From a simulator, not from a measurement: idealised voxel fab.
process module | voxel self aligned contacts
cross-section cut | 285 nm wide | cells 5 nm
A cross-section is a grid of square cells, given in bands from the top down. A band is one or more rows of cells.
Each band's line starts with the height of the band's top and of its bottom, in nm. Then come its materials from left to right, each with its width in nm. One material with "throughout" fills the band from edge to edge. "air" is empty space.
Height 0 is the level under which the wafer as received is all one material. The lowest band goes on downwards, as in "0 down".
A width such as "30 to 40" changes by the same amount from each row of cells to the next, from the band's top row to its bottom row.
"no change" after a step means that no cell of the cross-section changed.
closed voids: empty space of 8 cells or more with no open way to the top, each as width x height at its distance from the left edge, in nm
after a step's settings: what the simulator itself notes on the step
overlay nm, on a step with a mask: how far to the right of its planned place the mask lay; to the left if negative
plan
1 op RECEIVE | material Si
2 op OXIDIZE | depth nm 5
3 op DIRECTIONAL_DEP | material polySi | thk nm 20
4 op DIRECTIONAL_DEP | material SiN | thk nm 20
5 op MASKED_ETCH | tone cover | mask id GATE | width nm 30 | pitch nm 60 | etch materials SiN | depth nm 20 | overlay nm 0
6 op MASKED_ETCH | tone cover | mask id GATE | width nm 30 | pitch nm 60 | etch materials polySi | depth nm 20 | overlay nm 0
7 op CONFORMAL_DEP | material SiN | thk nm 5
8 op DIRECTIONAL_ETCH | etch materials SiN | depth nm 5
9 op FILL_DEP | material SiO2 | thk nm 15
10 op CMP | height nm 45
11 op MASKED_ETCH | tone open | mask id CONTACT | width nm 40 | etch materials SiO2 | depth nm 50 | overlay nm 0
12 op CONFORMAL_DEP | material TiN | thk nm 5
13 op FILL_DEP | material W | thk nm 10
14 op CMP | height nm 45
15 op CONFORMAL_DEP | material SiN | thk nm 5
first wafer, as planned
as received, after step 1
  0 down: Si throughout
  closed voids: none
after step 2
  0 to -5: SiO2 throughout
  below -5: unchanged
after step 3
  20 to 0: polySi throughout
  below 0: unchanged
after step 4
  40 to 20: SiN throughout
  below 20: unchanged
after step 5
  40 to 20: air 95 | SiN 30 | air 30 | SiN 30 | air 100
  below 20: unchanged
after step 6
  40 to 20: air 95 | SiN 30 | air 30 | SiN 30 | air 100
  20 to 0: air 95 | polySi 30 | air 30 | polySi 30 | air 100
  below 0: unchanged
after step 7
  45 to 20: air 90 | SiN 40 | air 20 | SiN 40 | air 95
  20 to 5: air 90 | SiN 5 | polySi 30 | SiN 5 | air 20 | SiN 5 | polySi 30 | SiN 5 | air 95
  5 to 0: SiN 95 | polySi 30 | SiN 30 | polySi 30 | SiN 100
  below 0: unchanged
after step 8
  40 to 20: air 90 | SiN 40 | air 20 | SiN 40 | air 95
  20 to 0: air 90 | SiN 5 | polySi 30 | SiN 5 | air 20 | SiN 5 | polySi 30 | SiN 5 | air 95
  below 0: unchanged
after step 9
  55 to 40: SiO2 throughout
  40 to 20: SiO2 90 | SiN 40 | SiO2 20 | SiN 40 | SiO2 95
  20 to 0: SiO2 90 | SiN 5 | polySi 30 | SiN 5 | SiO2 20 | SiN 5 | polySi 30 | SiN 5 | SiO2 95
  below 0: unchanged
after step 10
  45 to 40: SiO2 throughout
  below 40: unchanged
after step 11
  45 to 40: SiO2 120 | air 40 | SiO2 125
  40 to 20: SiO2 90 | SiN 40 | air 20 | SiN 40 | SiO2 95
  20 to 0: SiO2 90 | SiN 5 | polySi 30 | SiN 5 | air 20 | SiN 5 | polySi 30 | SiN 5 | SiO2 95
  0 to -5: SiO2 130 | air 20 | SiO2 135
  below -5: unchanged
after step 12
  50 to 45: TiN 125 | air 30 | TiN 130
  45 to 40: SiO2 120 | TiN 15 | air 10 | TiN 15 | SiO2 125
  40 to 20: SiO2 90 | SiN 40 | TiN 5 | air 10 | TiN 5 | SiN 40 | SiO2 95
  20 to 0: SiO2 90 | SiN 5 | polySi 30 | SiN 5 | TiN 5 | air 10 | TiN 5 | SiN 5 | polySi 30 | SiN 5 | SiO2 95
  0 to -5: SiO2 130 | TiN 20 | SiO2 135
  below -5: unchanged
after step 13
  60 to 50: W throughout
  50 to 45: TiN 125 | W 30 | TiN 130
  45 to 40: SiO2 120 | TiN 15 | W 10 | TiN 15 | SiO2 125
  40 to 20: SiO2 90 | SiN 40 | TiN 5 | W 10 | TiN 5 | SiN 40 | SiO2 95
  20 to 0: SiO2 90 | SiN 5 | polySi 30 | SiN 5 | TiN 5 | W 10 | TiN 5 | SiN 5 | polySi 30 | SiN 5 | SiO2 95
  below 0: unchanged
after step 14
  45 to 40: SiO2 120 | TiN 15 | W 10 | TiN 15 | SiO2 125
  below 40: unchanged
after step 15
  50 to 45: SiN throughout
  below 45: unchanged
second wafer: like start, like plan, one mistake. Through step 4 it matches the first wafer
when step 5 should have ended
  40 to 20: SiN 95 | air 30 | SiN 30 | air 30 | SiN 100
  below 20: unchanged
when step 6 should have ended: no change
when step 7 should have ended
  45 to 25: SiN 100 | air 20 | SiN 40 | air 20 | SiN 105
  25 to 20: SiN throughout
  below 20: unchanged
when step 8 should have ended
  40 to 20: SiN 100 | air 20 | SiN 40 | air 20 | SiN 105
  below 20: unchanged
when step 9 should have ended
  55 to 40: SiO2 throughout
  40 to 20: SiN 100 | SiO2 20 | SiN 40 | SiO2 20 | SiN 105
  below 20: unchanged
when step 10 should have ended
  45 to 40: SiO2 throughout
  below 40: unchanged
when step 11 should have ended
  45 to 40: SiO2 120 | air 40 | SiO2 125
  below 40: unchanged
when step 12 should have ended
  50 to 45: TiN 125 | air 30 | TiN 130
  45 to 40: SiO2 120 | TiN 40 | SiO2 125
  below 40: unchanged
when step 13 should have ended
  60 to 50: W throughout
  50 to 45: TiN 125 | W 30 | TiN 130
  below 45: unchanged
when step 14 should have ended
  45 to 40: SiO2 120 | TiN 40 | SiO2 125
  below 40: unchanged
when step 15 should have ended
  50 to 45: SiN throughout
  below 45: unchanged
what went wrong: step 5 ran as: op MASKED_ETCH | tone open | mask id GATE | width nm 30 | pitch nm 60 | etch materials SiN | depth nm 20 | overlay nm 0
at the end the second wafer has, in cells: 116 more of SiN | 260 fewer of SiO2 | 18 fewer of TiN | 18 fewer of W | 180 more of polySi
